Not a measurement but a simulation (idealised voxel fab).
Title: Process Module voxel released beams
Square cell edge 5 nm, section width 205 nm, ID cut.
Throughout this document, each cross-section is represented as a grid of square cells and is presented as a sequence of bands enumerated from the top downward, where a band comprises one or more rows of cells. It is stipulated that each band's entry specify, in nanometres, the height of the top of the band and then that of its bottom, followed by the materials of the band in left-to-right sequence, each together with its width in nanometres. A single material marked by the word "everywhere" is understood to fill the band from edge to edge; the word "blank" is understood to denote empty space. Heights are expressed relative to 0, this being the level below which the as-received wafer comprises one material exclusively. The lowest band is unbounded in the downward direction and is denoted as in "0 nm and below". Note: "30->40" means the width goes from the first number (top row of the band) to the second number (bottom row) in equal steps per row of cells. "no change occurred" -> step changed no cross-section cell. "Closed void entries" - sealed voids, min. 8 cells, no opening to top; format: width x height at distance (distance from left edge; nm throughout). Anything after a step's settings on that line? It's the simulator's own note about the step. Regarding "overlay nm": on a step with a mask, it is the distance the mask lay to the right of its planned place; a negative value places it to the left.
# plan
- 1: RECEIVE [material Si]
- 2: CONFORMAL_DEP [material Al2O3] [thk nm 10]
- 3: DIRECTIONAL_DEP [material SiO2] [thk nm 15]
- 4: DIRECTIONAL_DEP [material aC] [thk nm 10]
- 5: PATTERN [tone open] [mask id ANCHOR] [material resist] [width nm 30] [thk nm 30] [overlay nm 0]
- 6: DIRECTIONAL_ETCH [etch materials aC] [depth nm 10]
- 7: STRIP [etch materials resist]
- 8: DIRECTIONAL_ETCH [etch materials SiO2] [depth nm 15]
- 9: STRIP [etch materials aC]
- 10: CONFORMAL_DEP [material SiN] [thk nm 10]
- 11: PATTERN [tone cover] [mask id BEAM] [material resist] [width nm 100] [thk nm 20] [overlay nm 0]
- 12: DIRECTIONAL_ETCH [etch materials SiN] [depth nm 10]
- 13: STRIP [etch materials resist]
- 14: STRIP [etch materials SiO2]
# Concerning the first of two wafers, which was run in accordance with the plan
# Received-state cross-section, reflecting completion of step 1
* 0 nm and below  Si everywhere
* Closed void entries: none
# Wafer xsec, post step 2
* 10 nm to 0 nm  Al2O3 everywhere
* Heights below 0 show no change.
# Wafer xsec, post step 3
* 25 nm to 10 nm  SiO2 everywhere
* Heights below 10 show no change.
# Wafer xsec, post step 4
* 35 nm to 25 nm  aC everywhere
* Heights below 25 show no change.
# Wafer xsec, post step 5
* 65 nm to 35 nm  55 nm resist / 30 nm blank / 120 nm resist
* Heights below 35 show no change.
# Wafer xsec, post step 6
* 55 nm to 35 nm  55 nm resist / 30 nm blank / 120 nm resist
* 35 nm to 25 nm  55 nm aC / 30 nm blank / 120 nm aC
* Heights below 25 show no change.
# Wafer xsec, post step 7
* 35 nm to 25 nm  55 nm aC / 30 nm blank / 120 nm aC
* Heights below 25 show no change.
# Wafer xsec, post step 8
* 35 nm to 25 nm  55 nm aC / 30 nm blank / 120 nm aC
* 25 nm to 10 nm  55 nm SiO2 / 30 nm blank / 120 nm SiO2
* Heights below 10 show no change.
# Wafer xsec, post step 9
* 25 nm to 10 nm  55 nm SiO2 / 30 nm blank / 120 nm SiO2
* Heights below 10 show no change.
# Wafer xsec, post step 10
* 35 nm to 25 nm  65 nm SiN / 10 nm blank / 130 nm SiN
* 25 nm to 20 nm  55 nm SiO2 / 10 nm SiN / 10 nm blank / 10 nm SiN / 120 nm SiO2
* 20 nm to 10 nm  55 nm SiO2 / 30 nm SiN / 120 nm SiO2
* Heights below 10 show no change.
# Wafer xsec, post step 11
* 55 nm to 35 nm  50 nm blank / 100 nm resist / 55 nm blank
* 35 nm to 25 nm  65 nm SiN / 10 nm resist / 130 nm SiN
* 25 nm to 20 nm  55 nm SiO2 / 10 nm SiN / 10 nm resist / 10 nm SiN / 120 nm SiO2
* Heights below 20 show no change.
# Wafer xsec, post step 12
* 55 nm to 35 nm  50 nm blank / 100 nm resist / 55 nm blank
* 35 nm to 25 nm  50 nm blank / 15 nm SiN / 10 nm resist / 75 nm SiN / 55 nm blank
* Heights below 25 show no change.
# Wafer xsec, post step 13
* 35 nm to 25 nm  50 nm blank / 15 nm SiN / 10 nm blank / 75 nm SiN / 55 nm blank
* 25 nm to 20 nm  55 nm SiO2 / 10 nm SiN / 10 nm blank / 10 nm SiN / 120 nm SiO2
* Heights below 20 show no change.
# Wafer xsec, post step 14
* 35 nm to 25 nm  50 nm blank / 15 nm SiN / 10 nm blank / 75 nm SiN / 55 nm blank
* 25 nm to 20 nm  55 nm blank / 10 nm SiN / 10 nm blank / 10 nm SiN / 120 nm blank
* 20 nm to 10 nm  55 nm blank / 30 nm SiN / 120 nm blank
* Heights below 10 show no change.
# Notes, second wafer: start = first wafer's, plan = first wafer's, execution had one mistake; history identical to first through step 1
# Second wafer, cut view, end of step 2 per plan
* 15 nm to 0 nm  SiO2 everywhere
* Heights below 0 show no change.
# Second wafer, cut view, end of step 3 per plan
* 25 nm to 15 nm  Al2O3 everywhere
* Heights below 15 show no change.
# Second wafer, cut view, end of step 4 per plan
* 35 nm to 25 nm  aC everywhere
* Heights below 25 show no change.
# Second wafer, cut view, end of step 5 per plan
* 65 nm to 35 nm  55 nm resist / 30 nm blank / 120 nm resist
* Heights below 35 show no change.
# Second wafer, cut view, end of step 6 per plan
* 55 nm to 35 nm  55 nm resist / 30 nm blank / 120 nm resist
* 35 nm to 25 nm  55 nm aC / 30 nm blank / 120 nm aC
* Heights below 25 show no change.
# Second wafer, cut view, end of step 7 per plan
* 35 nm to 25 nm  55 nm aC / 30 nm blank / 120 nm aC
* Heights below 25 show no change.
Second wafer, cut view, end of step 8 per plan: no change occurred
# Second wafer, cut view, end of step 9 per plan
* 25 nm to 15 nm  Al2O3 everywhere
* Heights below 15 show no change.
# Second wafer, cut view, end of step 10 per plan
* 35 nm to 25 nm  SiN everywhere
* Heights below 25 show no change.
# Second wafer, cut view, end of step 11 per plan
* 55 nm to 35 nm  50 nm blank / 100 nm resist / 55 nm blank
* Heights below 35 show no change.
# Second wafer, cut view, end of step 12 per plan
* 55 nm to 35 nm  50 nm blank / 100 nm resist / 55 nm blank
* 35 nm to 25 nm  50 nm blank / 100 nm SiN / 55 nm blank
* Heights below 25 show no change.
# Second wafer, cut view, end of step 13 per plan
* 35 nm to 25 nm  50 nm blank / 100 nm SiN / 55 nm blank
* Heights below 25 show no change.
Second wafer, cut view, end of step 14 per plan: no change occurred
Misprocessing identified: plan vs actual: 2 and 3 interchanged
End check, counted in cells, second wafer has more or fewer of these materials than the first: -12 SiN, +123 SiO2
